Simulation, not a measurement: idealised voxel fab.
Process module heading - voxel ribs on slabs
Cross-section cut spans 275 nm and uses square cells 5 nm in size.
Square cells in a grid make up a cross-section in this document, and the grid is given as bands, listed from the top down, each one or more rows of cells. Heights first: top, then bottom, in nm. Then materials, left to right, each with a width in nm. "throughout" on a single material: fills the band edge to edge. "blank": empty space. A quick word on heights: they are counted from 0, and under that level the wafer as it came to us is one material throughout. The lowest band is different from the rest in having no bottom; it simply continues downward, written as in "0 down". Note: "30 to 40" means the width goes from the first number (top row of the band) to the second number (bottom row) in equal steps per row of cells. Given "nothing was modified" for a step, no cell of the cross-section differs between before and after that step. "Sealed void listing" lists enclosed empty spaces (at least 8 cells, no open path upward to the top), each as width x height at distance from the left edge, in nm. Step line, after settings: the simulator's comment on this step. The setting "overlay nm" may be written on the line of a step. When the step uses a mask, the value reports how far to the right of the planned place the mask lay, and a negative value reports that it lay to the left.
Process steps - plan
1) RECEIVE | material Si
2) DIRECTIONAL_DEP | material SiO2 | thk nm 30
3) DIRECTIONAL_DEP | material SiN | thk nm 20
4) DIRECTIONAL_DEP | material aC | thk nm 15
5) PATTERN | tone cover | mask id RIB | material resist | width nm 30 | thk nm 35 | overlay nm 0
6) DIRECTIONAL_ETCH | etch materials aC | depth nm 15
7) STRIP | etch materials resist
8) DIRECTIONAL_ETCH | etch materials SiN | depth nm 5
9) STRIP | etch materials aC
10) DIRECTIONAL_DEP | material aC | thk nm 10
11) PATTERN | tone cover | mask id SLAB | material resist | width nm 80 | thk nm 30 | overlay nm 0
12) DIRECTIONAL_ETCH | etch materials aC | depth nm 10
13) STRIP | etch materials resist
14) DIRECTIONAL_ETCH | etch materials SiN | depth nm 15
15) STRIP | etch materials aC
16) FILL_DEP | material SiO2 | thk nm 25
17) CMP | height nm 65
18) DIRECTIONAL_DEP | material TiN | thk nm 5
19) PATTERN | tone cover | mask id HEATER | material resist | width nm 40 | thk nm 20 | overlay nm 0
20) DIRECTIONAL_ETCH | etch materials TiN | depth nm 5
21) STRIP | etch materials resist
22) CONFORMAL_DEP | material SiO2 | thk nm 10
Here's what the wafer looked like in cross-section when it arrived - that's after step 1
0 down = Si throughout
Sealed void listing: none
Post-module cross-section: identical start and plan to those above, one misstep in execution
80 to 75 = 105 of blank; 60 of SiO2; 110 of blank
75 to 70 = SiO2 throughout
70 to 65 = 115 of SiO2; 40 of TiN; 120 of SiO2
65 to 20 = SiO2 throughout
20 to 0 = SiN throughout
0 down = Si throughout
Sealed void listing: none
Deviation noted in wafer processing: ran 2 and 3 in swapped order versus the plan
